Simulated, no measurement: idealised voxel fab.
Proc. module: voxel air gaps
Pictured: cross-section cut, 270 nm wide, on a grid of 5 nm square cells.
How to read a cross-section here: the picture is a grid of square cells, written as bands going from the top down, and any band can span one or more rows of cells.
Basically the band line says how high the top is and how high the bottom is, in nm, and then what's in it from left to right, every material with its width in nm. Empty space shows up as "empty", and if a single material carries "throughout" it runs the full band edge to edge.
For the purposes of this specification, 0 denotes the height below which the wafer in its as-received condition is composed wholly of one material, and the lowermost band, lacking a lower limit, extends downward without end, as expressed in "top 0, no bottom".
The expression "30 to 40" gives the width at the extremes of the band, the first number at its top row of cells and the second at its bottom row, with the width changing by equal amounts from each row to the next in between.
Take "no modification" at face value: in the step it is given for, the cross-section changed in none of its cells.
What "Sealed cavities" gives you is every empty space of 8 cells or more that is cut off from the top. Each appears as width x height at distance, with the distance taken from the left edge and width, height and distance all in nm.
That trailing text on a step's line, after the settings, is the simulator's own remark on the step.
A step's line can hold "overlay nm"; with a mask on that step, the setting says how far right of the planned place the mask lay, while a negative setting says it lay to the left.
In what follows, pairs of cross-sections are presented, each taken before and after one process step, with the after cross-section shown only down to the lowest band that was altered; the step, together with its settings, is stated below the pair. The pairs may stem from different runs of this module on the same starting wafer; accordingly, a pair should be taken as continuing from the one above it solely where its entry headed "State before step" indicates as much.

-- State before step
> top 0, no bottom: Si throughout
> Sealed cavities: none

-- As Processed
> top 15, bottom 0: SiO2 throughout
> Rest of section, below 0: as before.
> Sealed cavities: none
the step between: CONFORMAL_DEP, material SiO2, thk nm 15

State before step: The structure entering this step is exactly what the pair just above shows after its step.

-- As Processed
> top 20, bottom 15: SiCN throughout
> Rest of section, below 15: as before.
> Sealed cavities: none
the step between: CONFORMAL_DEP, material SiCN, thk nm 5

State before step: The structure entering this step is exactly what the pair just above shows after its step.

-- As Processed
> top 50, bottom 20: SiO2 throughout
> Rest of section, below 20: as before.
> Sealed cavities: none
the step between: DIRECTIONAL_DEP, material SiO2, thk nm 30

State before step: The structure entering this step is exactly what the pair just above shows after its step.

-- As Processed
> top 70, bottom 50: 45 resist, then 25 empty, then 25 resist, then 25 empty, then 25 resist, then 25 empty, then 25 resist, then 25 empty, then 50 resist
> Rest of section, below 50: as before.
> Sealed cavities: none
the step between: PATTERN, tone open, mask id LINES, material resist, width nm 25, pitch nm 50, thk nm 20, overlay nm 0

State before step: The structure entering this step is exactly what the pair just above shows after its step.

-- As Processed
> top 70, bottom 50: 45 resist, then 25 empty, then 25 resist, then 25 empty, then 25 resist, then 25 empty, then 25 resist, then 25 empty, then 50 resist
> top 50, bottom 20: 45 SiO2, then 25 empty, then 25 SiO2, then 25 empty, then 25 SiO2, then 25 empty, then 25 SiO2, then 25 empty, then 50 SiO2
> Rest of section, below 20: as before.
> Sealed cavities: none
the step between: DIRECTIONAL_ETCH, etch materials SiO2, depth nm 30

State before step: The structure entering this step is exactly what the pair just above shows after its step.

-- As Processed
> top 50, bottom 20: 45 SiO2, then 25 empty, then 25 SiO2, then 25 empty, then 25 SiO2, then 25 empty, then 25 SiO2, then 25 empty, then 50 SiO2
> Rest of section, below 20: as before.
> Sealed cavities: none
the step between: STRIP, etch materials resist

State before step: The structure entering this step is exactly what the pair just above shows after its step.

-- As Processed
> top 55, bottom 50: 50 TiN, then 15 empty, then 35 TiN, then 15 empty, then 35 TiN, then 15 empty, then 35 TiN, then 15 empty, then 55 TiN
> top 50, bottom 25: 45 SiO2, then 5 TiN, then 15 empty, then 5 TiN, then 25 SiO2, then 5 TiN, then 15 empty, then 5 TiN, then 25 SiO2, then 5 TiN, then 15 empty, then 5 TiN, then 25 SiO2, then 5 TiN, then 15 empty, then 5 TiN, then 50 SiO2
> top 25, bottom 20: 45 SiO2, then 25 TiN, then 25 SiO2, then 25 TiN, then 25 SiO2, then 25 TiN, then 25 SiO2, then 25 TiN, then 50 SiO2
> Rest of section, below 20: as before.
> Sealed cavities: none
the step between: CONFORMAL_DEP, material TiN, thk nm 5

State before step: The structure entering this step is exactly what the pair just above shows after its step.

-- As Processed
> top 65, bottom 55: Ru throughout
> top 55, bottom 50: 50 TiN, then 15 Ru, then 35 TiN, then 15 Ru, then 35 TiN, then 15 Ru, then 35 TiN, then 15 Ru, then 55 TiN
> top 50, bottom 25: 45 SiO2, then 5 TiN, then 15 Ru, then 5 TiN, then 25 SiO2, then 5 TiN, then 15 Ru, then 5 TiN, then 25 SiO2, then 5 TiN, then 15 Ru, then 5 TiN, then 25 SiO2, then 5 TiN, then 15 Ru, then 5 TiN, then 50 SiO2
> Rest of section, below 25: as before.
> Sealed cavities: none
the step between: FILL_DEP, material Ru, thk nm 10

State before step: The structure entering this step is exactly what the pair just above shows after its step.

-- As Processed
> top 50, bottom 25: 45 SiO2, then 5 TiN, then 15 Ru, then 5 TiN, then 25 SiO2, then 5 TiN, then 15 Ru, then 5 TiN, then 25 SiO2, then 5 TiN, then 15 Ru, then 5 TiN, then 25 SiO2, then 5 TiN, then 15 Ru, then 5 TiN, then 50 SiO2
> Rest of section, below 25: as before.
> Sealed cavities: none
the step between: CMP, height nm 50

State before step: The structure entering this step is exactly what the pair just above shows after its step.

-- As Processed
> top 60, bottom 50: 35 empty, then 45 Ru, then 5 empty, then 45 Ru, then 5 empty, then 45 Ru, then 5 empty, then 45 Ru, then 40 empty
> Rest of section, below 50: as before.
> Sealed cavities: none
the step between: EPI, material Ru, thk nm 10

State before step: The structure entering this step is exactly what the pair just above shows after its step.

-- As Processed
> top 60, bottom 50: 35 empty, then 45 Ru, then 5 empty, then 45 Ru, then 5 empty, then 45 Ru, then 5 empty, then 45 Ru, then 40 empty
> top 50, bottom 25: 45 empty, then 5 TiN, then 15 Ru, then 5 TiN, then 25 empty, then 5 TiN, then 15 Ru, then 5 TiN, then 25 empty, then 5 TiN, then 15 Ru, then 5 TiN, then 25 empty, then 5 TiN, then 15 Ru, then 5 TiN, then 50 empty
> top 25, bottom 20: 45 empty, then 25 TiN, then 25 empty, then 25 TiN, then 25 empty, then 25 TiN, then 25 empty, then 25 TiN, then 50 empty
> Rest of section, below 20: as before.
> Sealed cavities: none
the step between: SELECTIVE_ETCH, etch materials SiO2, depth nm 40

State before step: The structure entering this step is exactly what the pair just above shows after its step.

-- As Processed
> top 65, bottom 60: 30 empty, then 205 SiCN, then 35 empty
> top 60, bottom 50: 30 empty, then 5 SiCN, then 45 Ru, then 5 SiCN, then 45 Ru, then 5 SiCN, then 45 Ru, then 5 SiCN, then 45 Ru, then 5 SiCN, then 35 empty
> top 50, bottom 45: 30 empty, then 15 SiCN, then 5 TiN, then 15 Ru, then 5 TiN, then 25 SiCN, then 5 TiN, then 15 Ru, then 5 TiN, then 25 SiCN, then 5 TiN, then 15 Ru, then 5 TiN, then 25 SiCN, then 5 TiN, then 15 Ru, then 5 TiN, then 15 SiCN, then 35 empty
> top 45, bottom 25: 40 empty, then 5 SiCN, then 5 TiN, then 15 Ru, then 5 TiN, then 5 SiCN, then 15 empty, then 5 SiCN, then 5 TiN, then 15 Ru, then 5 TiN, then 5 SiCN, then 15 empty, then 5 SiCN, then 5 TiN, then 15 Ru, then 5 TiN, then 5 SiCN, then 15 empty, then 5 SiCN, then 5 TiN, then 15 Ru, then 5 TiN, then 5 SiCN, then 45 empty
> top 25, bottom 20: 45 SiCN, then 25 TiN, then 25 SiCN, then 25 TiN, then 25 SiCN, then 25 TiN, then 25 SiCN, then 25 TiN, then 50 SiCN
> Rest of section, below 20: as before.
> Sealed cavities: 15 x 20 at 75; 15 x 20 at 125; 15 x 20 at 175
the step between: CONFORMAL_DEP, material SiCN, thk nm 5

-- State before step
> top 60, bottom 50: 35 empty, then 45 Ru, then 5 empty, then 45 Ru, then 5 empty, then 45 Ru, then 5 empty, then 45 Ru, then 40 empty
> top 50, bottom 25: 45 SiO2, then 5 TiN, then 15 Ru, then 5 TiN, then 25 SiO2, then 5 TiN, then 15 Ru, then 5 TiN, then 25 SiO2, then 5 TiN, then 15 Ru, then 5 TiN, then 25 SiO2, then 5 TiN, then 15 Ru, then 5 TiN, then 50 SiO2
> top 25, bottom 20: 45 SiO2, then 25 TiN, then 25 SiO2, then 25 TiN, then 25 SiO2, then 25 TiN, then 25 SiO2, then 25 TiN, then 50 SiO2
> top 20, bottom 15: SiCN throughout
> top 15, bottom 0: SiO2 throughout
> top 0, no bottom: Si throughout
> Sealed cavities: none

-- As Processed
> top 70, bottom 50: 25 empty, then 215 Ru, then 30 empty
> Rest of section, below 50: as before.
> Sealed cavities: none
the step between: EPI, material Ru, thk nm 10

State before step: The structure entering this step is exactly what the pair just above shows after its step.

-- As Processed
> top 70, bottom 50: 25 empty, then 215 Ru, then 30 empty
> top 50, bottom 25: 45 empty, then 5 TiN, then 15 Ru, then 5 TiN, then 25 SiO2, then 5 TiN, then 15 Ru, then 5 TiN, then 25 SiO2, then 5 TiN, then 15 Ru, then 5 TiN, then 25 SiO2, then 5 TiN, then 15 Ru, then 5 TiN, then 50 empty
> top 25, bottom 20: 45 empty, then 25 TiN, then 25 SiO2, then 25 TiN, then 25 SiO2, then 25 TiN, then 25 SiO2, then 25 TiN, then 50 empty
> Rest of section, below 20: as before.
> Sealed cavities: none
the step between: SELECTIVE_ETCH, etch materials SiO2, depth nm 40

State before step: The structure entering this step is exactly what the pair just above shows after its step.

-- As Processed
> top 75, bottom 70: 20 empty, then 225 SiCN, then 25 empty
> top 70, bottom 50: 20 empty, then 5 SiCN, then 215 Ru, then 5 SiCN, then 25 empty
> top 50, bottom 45: 20 empty, then 25 SiCN, then 5 TiN, then 15 Ru, then 5 TiN, then 25 SiO2, then 5 TiN, then 15 Ru, then 5 TiN, then 25 SiO2, then 5 TiN, then 15 Ru, then 5 TiN, then 25 SiO2, then 5 TiN, then 15 Ru, then 5 TiN, then 25 SiCN, then 25 empty
> top 45, bottom 25: 40 empty, then 5 SiCN, then 5 TiN, then 15 Ru, then 5 TiN, then 25 SiO2, then 5 TiN, then 15 Ru, then 5 TiN, then 25 SiO2, then 5 TiN, then 15 Ru, then 5 TiN, then 25 SiO2, then 5 TiN, then 15 Ru, then 5 TiN, then 5 SiCN, then 45 empty
> top 25, bottom 20: 45 SiCN, then 25 TiN, then 25 SiO2, then 25 TiN, then 25 SiO2, then 25 TiN, then 25 SiO2, then 25 TiN, then 50 SiCN
> Rest of section, below 20: as before.
> Sealed cavities: none
the step between: CONFORMAL_DEP, material SiCN, thk nm 5

-- State before step
> top 15, bottom 0: SiO2 throughout
> top 0, no bottom: Si throughout
> Sealed cavities: none

-- As Processed
> top 45, bottom 0: SiO2 throughout
> Rest of section, below 0: as before.
> Sealed cavities: none
the step between: DIRECTIONAL_DEP, material SiO2, thk nm 30

State before step: The structure entering this step is exactly what the pair just above shows after its step.

-- As Processed
> top 50, bottom 45: SiCN throughout
> Rest of section, below 45: as before.
> Sealed cavities: none
the step between: CONFORMAL_DEP, material SiCN, thk nm 5

State before step: The structure entering this step is exactly what the pair just above shows after its step.

-- As Processed
> top 70, bottom 50: 45 resist, then 25 empty, then 25 resist, then 25 empty, then 25 resist, then 25 empty, then 25 resist, then 25 empty, then 50 resist
> Rest of section, below 50: as before.
> Sealed cavities: none
the step between: PATTERN, tone open, mask id LINES, material resist, width nm 25, pitch nm 50, thk nm 20, overlay nm 0

State before step: The structure entering this step is exactly what the pair just above shows after its step.

-- As Processed
> top 50, bottom 45: SiCN throughout
> Rest of section, below 45: as before.
> Sealed cavities: none
the step between: STRIP, etch materials resist

State before step: The structure entering this step is exactly what the pair just above shows after its step.

-- As Processed
> top 55, bottom 50: TiN throughout
> Rest of section, below 50: as before.
> Sealed cavities: none
the step between: CONFORMAL_DEP, material TiN, thk nm 5

State before step: The structure entering this step is exactly what the pair just above shows after its step.

-- As Processed
> top 65, bottom 55: Ru throughout
> Rest of section, below 55: as before.
> Sealed cavities: none
the step between: FILL_DEP, material Ru, thk nm 10

State before step: The structure entering this step is exactly what the pair just above shows after its step.

-- As Processed
> top 50, bottom 45: SiCN throughout
> Rest of section, below 45: as before.
> Sealed cavities: none
the step between: CMP, height nm 50

State before step: The structure entering this step is exactly what the pair just above shows after its step.

-- As Processed
> top 55, bottom 45: SiCN throughout
> Rest of section, below 45: as before.
> Sealed cavities: none
the step between: CONFORMAL_DEP, material SiCN, thk nm 5

-- State before step
> top 65, bottom 55: Ru throughout
> top 55, bottom 50: 50 TiN, then 15 Ru, then 35 TiN, then 15 Ru, then 35 TiN, then 15 Ru, then 35 TiN, then 15 Ru, then 55 TiN
> top 50, bottom 25: 45 SiO2, then 5 TiN, then 15 Ru, then 5 TiN, then 25 SiO2, then 5 TiN, then 15 Ru, then 5 TiN, then 25 SiO2, then 5 TiN, then 15 Ru, then 5 TiN, then 25 SiO2, then 5 TiN, then 15 Ru, then 5 TiN, then 50 SiO2
> top 25, bottom 20: 45 SiO2, then 25 TiN, then 25 SiO2, then 25 TiN, then 25 SiO2, then 25 TiN, then 25 SiO2, then 25 TiN, then 50 SiO2
> top 20, bottom 15: SiCN throughout
> top 15, bottom 0: SiO2 throughout
> top 0, no bottom: Si throughout
> Sealed cavities: none

-- As Processed
> top 40, bottom 25: 45 SiO2, then 5 TiN, then 15 Ru, then 5 TiN, then 25 SiO2, then 5 TiN, then 15 Ru, then 5 TiN, then 25 SiO2, then 5 TiN, then 15 Ru, then 5 TiN, then 25 SiO2, then 5 TiN, then 15 Ru, then 5 TiN, then 50 SiO2
> Rest of section, below 25: as before.
> Sealed cavities: none
the step between: CMP, height nm 40

State before step: The structure entering this step is exactly what the pair just above shows after its step.

-- As Processed
> top 50, bottom 40: 35 empty, then 45 Ru, then 5 empty, then 45 Ru, then 5 empty, then 45 Ru, then 5 empty, then 45 Ru, then 40 empty
> Rest of section, below 40: as before.
> Sealed cavities: none
the step between: EPI, material Ru, thk nm 10

State before step: The structure entering this step is exactly what the pair just above shows after its step.

-- As Processed
> top 50, bottom 40: 35 empty, then 45 Ru, then 5 empty, then 45 Ru, then 5 empty, then 45 Ru, then 5 empty, then 45 Ru, then 40 empty
> top 40, bottom 25: 45 empty, then 5 TiN, then 15 Ru, then 5 TiN, then 25 empty, then 5 TiN, then 15 Ru, then 5 TiN, then 25 empty, then 5 TiN, then 15 Ru, then 5 TiN, then 25 empty, then 5 TiN, then 15 Ru, then 5 TiN, then 50 empty
> top 25, bottom 20: 45 empty, then 25 TiN, then 25 empty, then 25 TiN, then 25 empty, then 25 TiN, then 25 empty, then 25 TiN, then 50 empty
> Rest of section, below 20: as before.
> Sealed cavities: none
the step between: SELECTIVE_ETCH, etch materials SiO2, depth nm 40

State before step: The structure entering this step is exactly what the pair just above shows after its step.

-- As Processed
> top 55, bottom 50: 30 empty, then 205 SiCN, then 35 empty
> top 50, bottom 40: 30 empty, then 5 SiCN, then 45 Ru, then 5 SiCN, then 45 Ru, then 5 SiCN, then 45 Ru, then 5 SiCN, then 45 Ru, then 5 SiCN, then 35 empty
> top 40, bottom 35: 30 empty, then 15 SiCN, then 5 TiN, then 15 Ru, then 5 TiN, then 25 SiCN, then 5 TiN, then 15 Ru, then 5 TiN, then 25 SiCN, then 5 TiN, then 15 Ru, then 5 TiN, then 25 SiCN, then 5 TiN, then 15 Ru, then 5 TiN, then 15 SiCN, then 35 empty
> top 35, bottom 25: 40 empty, then 5 SiCN, then 5 TiN, then 15 Ru, then 5 TiN, then 5 SiCN, then 15 empty, then 5 SiCN, then 5 TiN, then 15 Ru, then 5 TiN, then 5 SiCN, then 15 empty, then 5 SiCN, then 5 TiN, then 15 Ru, then 5 TiN, then 5 SiCN, then 15 empty, then 5 SiCN, then 5 TiN, then 15 Ru, then 5 TiN, then 5 SiCN, then 45 empty
> top 25, bottom 20: 45 SiCN, then 25 TiN, then 25 SiCN, then 25 TiN, then 25 SiCN, then 25 TiN, then 25 SiCN, then 25 TiN, then 50 SiCN
> Rest of section, below 20: as before.
> Sealed cavities: none
the step between: CONFORMAL_DEP, material SiCN, thk nm 5

-- State before step
> top 50, bottom 20: SiO2 throughout
> top 20, bottom 15: SiCN throughout
> top 15, bottom 0: SiO2 throughout
> top 0, no bottom: Si throughout
> Sealed cavities: none

-- As Processed
> top 70, bottom 50: 45 resist, then 30 empty, then 20 resist, then 30 empty, then 20 resist, then 30 empty, then 20 resist, then 30 empty, then 45 resist
> Rest of section, below 50: as before.
> Sealed cavities: none
the step between: PATTERN, tone open, mask id LINES, material resist, width nm 30, pitch nm 50, thk nm 20, overlay nm 0

State before step: The structure entering this step is exactly what the pair just above shows after its step.

-- As Processed
> top 70, bottom 50: 45 resist, then 30 empty, then 20 resist, then 30 empty, then 20 resist, then 30 empty, then 20 resist, then 30 empty, then 45 resist
> top 50, bottom 20: 45 SiO2, then 30 empty, then 20 SiO2, then 30 empty, then 20 SiO2, then 30 empty, then 20 SiO2, then 30 empty, then 45 SiO2
> Rest of section, below 20: as before.
> Sealed cavities: none
the step between: DIRECTIONAL_ETCH, etch materials SiO2, depth nm 30

State before step: The structure entering this step is exactly what the pair just above shows after its step.

-- As Processed
> top 50, bottom 20: 45 SiO2, then 30 empty, then 20 SiO2, then 30 empty, then 20 SiO2, then 30 empty, then 20 SiO2, then 30 empty, then 45 SiO2
> Rest of section, below 20: as before.
> Sealed cavities: none
the step between: STRIP, etch materials resist

State before step: The structure entering this step is exactly what the pair just above shows after its step.

-- As Processed
> top 55, bottom 50: 50 TiN, then 20 empty, then 30 TiN, then 20 empty, then 30 TiN, then 20 empty, then 30 TiN, then 20 empty, then 50 TiN
> top 50, bottom 25: 45 SiO2, then 5 TiN, then 20 empty, then 5 TiN, then 20 SiO2, then 5 TiN, then 20 empty, then 5 TiN, then 20 SiO2, then 5 TiN, then 20 empty, then 5 TiN, then 20 SiO2, then 5 TiN, then 20 empty, then 5 TiN, then 45 SiO2
> top 25, bottom 20: 45 SiO2, then 30 TiN, then 20 SiO2, then 30 TiN, then 20 SiO2, then 30 TiN, then 20 SiO2, then 30 TiN, then 45 SiO2
> Rest of section, below 20: as before.
> Sealed cavities: none
the step between: CONFORMAL_DEP, material TiN, thk nm 5

State before step: The structure entering this step is exactly what the pair just above shows after its step.

-- As Processed
> top 65, bottom 55: Ru throughout
> top 55, bottom 50: 50 TiN, then 20 Ru, then 30 TiN, then 20 Ru, then 30 TiN, then 20 Ru, then 30 TiN, then 20 Ru, then 50 TiN
> top 50, bottom 25: 45 SiO2, then 5 TiN, then 20 Ru, then 5 TiN, then 20 SiO2, then 5 TiN, then 20 Ru, then 5 TiN, then 20 SiO2, then 5 TiN, then 20 Ru, then 5 TiN, then 20 SiO2, then 5 TiN, then 20 Ru, then 5 TiN, then 45 SiO2
> Rest of section, below 25: as before.
> Sealed cavities: none
the step between: FILL_DEP, material Ru, thk nm 10

State before step: The structure entering this step is exactly what the pair just above shows after its step.

-- As Processed
> top 50, bottom 25: 45 SiO2, then 5 TiN, then 20 Ru, then 5 TiN, then 20 SiO2, then 5 TiN, then 20 Ru, then 5 TiN, then 20 SiO2, then 5 TiN, then 20 Ru, then 5 TiN, then 20 SiO2, then 5 TiN, then 20 Ru, then 5 TiN, then 45 SiO2
> Rest of section, below 25: as before.
> Sealed cavities: none
the step between: CMP, height nm 50

State before step: The structure entering this step is exactly what the pair just above shows after its step.

-- As Processed
> top 60, bottom 50: 35 empty, then 200 Ru, then 35 empty
> Rest of section, below 50: as before.
> Sealed cavities: none
the step between: EPI, material Ru, thk nm 10

State before step: The structure entering this step is exactly what the pair just above shows after its step.

-- As Processed
> top 60, bottom 50: 35 empty, then 200 Ru, then 35 empty
> top 50, bottom 25: 45 empty, then 5 TiN, then 20 Ru, then 5 TiN, then 20 SiO2, then 5 TiN, then 20 Ru, then 5 TiN, then 20 SiO2, then 5 TiN, then 20 Ru, then 5 TiN, then 20 SiO2, then 5 TiN, then 20 Ru, then 5 TiN, then 45 empty
> top 25, bottom 20: 45 empty, then 30 TiN, then 20 SiO2, then 30 TiN, then 20 SiO2, then 30 TiN, then 20 SiO2, then 30 TiN, then 45 empty
> Rest of section, below 20: as before.
> Sealed cavities: none
the step between: SELECTIVE_ETCH, etch materials SiO2, depth nm 40

State before step: The structure entering this step is exactly what the pair just above shows after its step.

-- As Processed
> top 65, bottom 60: 30 empty, then 210 SiCN, then 30 empty
> top 60, bottom 50: 30 empty, then 5 SiCN, then 200 Ru, then 5 SiCN, then 30 empty
> top 50, bottom 45: 30 empty, then 15 SiCN, then 5 TiN, then 20 Ru, then 5 TiN, then 20 SiO2, then 5 TiN, then 20 Ru, then 5 TiN, then 20 SiO2, then 5 TiN, then 20 Ru, then 5 TiN, then 20 SiO2, then 5 TiN, then 20 Ru, then 5 TiN, then 15 SiCN, then 30 empty
> top 45, bottom 25: 40 empty, then 5 SiCN, then 5 TiN, then 20 Ru, then 5 TiN, then 20 SiO2, then 5 TiN, then 20 Ru, then 5 TiN, then 20 SiO2, then 5 TiN, then 20 Ru, then 5 TiN, then 20 SiO2, then 5 TiN, then 20 Ru, then 5 TiN, then 5 SiCN, then 40 empty
> top 25, bottom 20: 45 SiCN, then 30 TiN, then 20 SiO2, then 30 TiN, then 20 SiO2, then 30 TiN, then 20 SiO2, then 30 TiN, then 45 SiCN
> Rest of section, below 20: as before.
> Sealed cavities: none
the step between: CONFORMAL_DEP, material SiCN, thk nm 5

-- State before step
> top 50, bottom 20: SiO2 throughout
> top 20, bottom 15: SiCN throughout
> top 15, bottom 0: SiO2 throughout
> top 0, no bottom: Si throughout
> Sealed cavities: none

-- As Processed
> top 70, bottom 50: 50 resist, then 25 empty, then 25 resist, then 25 empty, then 25 resist, then 25 empty, then 25 resist, then 25 empty, then 45 resist
> Rest of section, below 50: as before.
> Sealed cavities: none
the step between: PATTERN, tone open, mask id LINES, material resist, width nm 25, pitch nm 50, thk nm 20, overlay nm 5

State before step: The structure entering this step is exactly what the pair just above shows after its step.

-- As Processed
> top 70, bottom 50: 50 resist, then 25 empty, then 25 resist, then 25 empty, then 25 resist, then 25 empty, then 25 resist, then 25 empty, then 45 resist
> top 50, bottom 20: 50 SiO2, then 25 empty, then 25 SiO2, then 25 empty, then 25 SiO2, then 25 empty, then 25 SiO2, then 25 empty, then 45 SiO2
> Rest of section, below 20: as before.
> Sealed cavities: none
the step between: DIRECTIONAL_ETCH, etch materials SiO2, depth nm 30

State before step: The structure entering this step is exactly what the pair just above shows after its step.

-- As Processed
> top 50, bottom 20: 50 SiO2, then 25 empty, then 25 SiO2, then 25 empty, then 25 SiO2, then 25 empty, then 25 SiO2, then 25 empty, then 45 SiO2
> Rest of section, below 20: as before.
> Sealed cavities: none
the step between: STRIP, etch materials resist

State before step: The structure entering this step is exactly what the pair just above shows after its step.

-- As Processed
> top 55, bottom 50: 55 TiN, then 15 empty, then 35 TiN, then 15 empty, then 35 TiN, then 15 empty, then 35 TiN, then 15 empty, then 50 TiN
> top 50, bottom 25: 50 SiO2, then 5 TiN, then 15 empty, then 5 TiN, then 25 SiO2, then 5 TiN, then 15 empty, then 5 TiN, then 25 SiO2, then 5 TiN, then 15 empty, then 5 TiN, then 25 SiO2, then 5 TiN, then 15 empty, then 5 TiN, then 45 SiO2
> top 25, bottom 20: 50 SiO2, then 25 TiN, then 25 SiO2, then 25 TiN, then 25 SiO2, then 25 TiN, then 25 SiO2, then 25 TiN, then 45 SiO2
> Rest of section, below 20: as before.
> Sealed cavities: none
the step between: CONFORMAL_DEP, material TiN, thk nm 5

State before step: The structure entering this step is exactly what the pair just above shows after its step.

-- As Processed
> top 65, bottom 55: Ru throughout
> top 55, bottom 50: 55 TiN, then 15 Ru, then 35 TiN, then 15 Ru, then 35 TiN, then 15 Ru, then 35 TiN, then 15 Ru, then 50 TiN
> top 50, bottom 25: 50 SiO2, then 5 TiN, then 15 Ru, then 5 TiN, then 25 SiO2, then 5 TiN, then 15 Ru, then 5 TiN, then 25 SiO2, then 5 TiN, then 15 Ru, then 5 TiN, then 25 SiO2, then 5 TiN, then 15 Ru, then 5 TiN, then 45 SiO2
> Rest of section, below 25: as before.
> Sealed cavities: none
the step between: FILL_DEP, material Ru, thk nm 10

State before step: The structure entering this step is exactly what the pair just above shows after its step.

-- As Processed
> top 50, bottom 25: 50 SiO2, then 5 TiN, then 15 Ru, then 5 TiN, then 25 SiO2, then 5 TiN, then 15 Ru, then 5 TiN, then 25 SiO2, then 5 TiN, then 15 Ru, then 5 TiN, then 25 SiO2, then 5 TiN, then 15 Ru, then 5 TiN, then 45 SiO2
> Rest of section, below 25: as before.
> Sealed cavities: none
the step between: CMP, height nm 50

State before step: The structure entering this step is exactly what the pair just above shows after its step.

-- As Processed
> top 60, bottom 50: 40 empty, then 45 Ru, then 5 empty, then 45 Ru, then 5 empty, then 45 Ru, then 5 empty, then 45 Ru, then 35 empty
> Rest of section, below 50: as before.
> Sealed cavities: none
the step between: EPI, material Ru, thk nm 10

State before step: The structure entering this step is exactly what the pair just above shows after its step.

-- As Processed
> top 60, bottom 50: 40 empty, then 45 Ru, then 5 empty, then 45 Ru, then 5 empty, then 45 Ru, then 5 empty, then 45 Ru, then 35 empty
> top 50, bottom 25: 50 empty, then 5 TiN, then 15 Ru, then 5 TiN, then 25 empty, then 5 TiN, then 15 Ru, then 5 TiN, then 25 empty, then 5 TiN, then 15 Ru, then 5 TiN, then 25 empty, then 5 TiN, then 15 Ru, then 5 TiN, then 45 empty
> top 25, bottom 20: 50 empty, then 25 TiN, then 25 empty, then 25 TiN, then 25 empty, then 25 TiN, then 25 empty, then 25 TiN, then 45 empty
> Rest of section, below 20: as before.
> Sealed cavities: none
the step between: SELECTIVE_ETCH, etch materials SiO2, depth nm 40

State before step: The structure entering this step is exactly what the pair just above shows after its step.

-- As Processed
> top 65, bottom 60: 35 empty, then 205 SiCN, then 30 empty
> top 60, bottom 50: 35 empty, then 5 SiCN, then 45 Ru, then 5 SiCN, then 45 Ru, then 5 SiCN, then 45 Ru, then 5 SiCN, then 45 Ru, then 5 SiCN, then 30 empty
> top 50, bottom 45: 35 empty, then 15 SiCN, then 5 TiN, then 15 Ru, then 5 TiN, then 25 SiCN, then 5 TiN, then 15 Ru, then 5 TiN, then 25 SiCN, then 5 TiN, then 15 Ru, then 5 TiN, then 25 SiCN, then 5 TiN, then 15 Ru, then 5 TiN, then 15 SiCN, then 30 empty
> top 45, bottom 25: 45 empty, then 5 SiCN, then 5 TiN, then 15 Ru, then 5 TiN, then 5 SiCN, then 15 empty, then 5 SiCN, then 5 TiN, then 15 Ru, then 5 TiN, then 5 SiCN, then 15 empty, then 5 SiCN, then 5 TiN, then 15 Ru, then 5 TiN, then 5 SiCN, then 15 empty, then 5 SiCN, then 5 TiN, then 15 Ru, then 5 TiN, then 5 SiCN, then 40 empty
> top 25, bottom 20: 50 SiCN, then 25 TiN, then 25 SiCN, then 25 TiN, then 25 SiCN, then 25 TiN, then 25 SiCN, then 25 TiN, then 45 SiCN
> Rest of section, below 20: as before.
> Sealed cavities: 15 x 20 at 80; 15 x 20 at 130; 15 x 20 at 180
the step between: CONFORMAL_DEP, material SiCN, thk nm 5

-- State before step
> top 0, no bottom: Si throughout
> Sealed cavities: none

-- As Processed
> top 15, bottom 0: TiN throughout
> Rest of section, below 0: as before.
> Sealed cavities: none
the step between: CONFORMAL_DEP, material TiN, thk nm 15

State before step: The structure entering this step is exactly what the pair just above shows after its step.

-- As Processed
> top 20, bottom 15: SiCN throughout
> Rest of section, below 15: as before.
> Sealed cavities: none
the step between: CONFORMAL_DEP, material SiCN, thk nm 5

State before step: The structure entering this step is exactly what the pair just above shows after its step.

-- As Processed
> top 50, bottom 20: SiO2 throughout
> Rest of section, below 20: as before.
> Sealed cavities: none
the step between: DIRECTIONAL_DEP, material SiO2, thk nm 30

State before step: The structure entering this step is exactly what the pair just above shows after its step.

-- As Processed
> top 70, bottom 50: 45 resist, then 25 empty, then 25 resist, then 25 empty, then 25 resist, then 25 empty, then 25 resist, then 25 empty, then 50 resist
> Rest of section, below 50: as before.
> Sealed cavities: none
the step between: PATTERN, tone open, mask id LINES, material resist, width nm 25, pitch nm 50, thk nm 20, overlay nm 0

State before step: The structure entering this step is exactly what the pair just above shows after its step.

-- As Processed
> top 70, bottom 50: 45 resist, then 25 empty, then 25 resist, then 25 empty, then 25 resist, then 25 empty, then 25 resist, then 25 empty, then 50 resist
> top 50, bottom 20: 45 SiO2, then 25 empty, then 25 SiO2, then 25 empty, then 25 SiO2, then 25 empty, then 25 SiO2, then 25 empty, then 50 SiO2
> Rest of section, below 20: as before.
> Sealed cavities: none
the step between: DIRECTIONAL_ETCH, etch materials SiO2, depth nm 30

State before step: The structure entering this step is exactly what the pair just above shows after its step.

-- As Processed
> top 50, bottom 20: 45 SiO2, then 25 empty, then 25 SiO2, then 25 empty, then 25 SiO2, then 25 empty, then 25 SiO2, then 25 empty, then 50 SiO2
> Rest of section, below 20: as before.
> Sealed cavities: none
the step between: STRIP, etch materials resist

State before step: The structure entering this step is exactly what the pair just above shows after its step.

-- As Processed
> top 55, bottom 50: 50 TiN, then 15 empty, then 35 TiN, then 15 empty, then 35 TiN, then 15 empty, then 35 TiN, then 15 empty, then 55 TiN
> top 50, bottom 25: 45 SiO2, then 5 TiN, then 15 empty, then 5 TiN, then 25 SiO2, then 5 TiN, then 15 empty, then 5 TiN, then 25 SiO2, then 5 TiN, then 15 empty, then 5 TiN, then 25 SiO2, then 5 TiN, then 15 empty, then 5 TiN, then 50 SiO2
> top 25, bottom 20: 45 SiO2, then 25 TiN, then 25 SiO2, then 25 TiN, then 25 SiO2, then 25 TiN, then 25 SiO2, then 25 TiN, then 50 SiO2
> Rest of section, below 20: as before.
> Sealed cavities: none
the step between: CONFORMAL_DEP, material TiN, thk nm 5
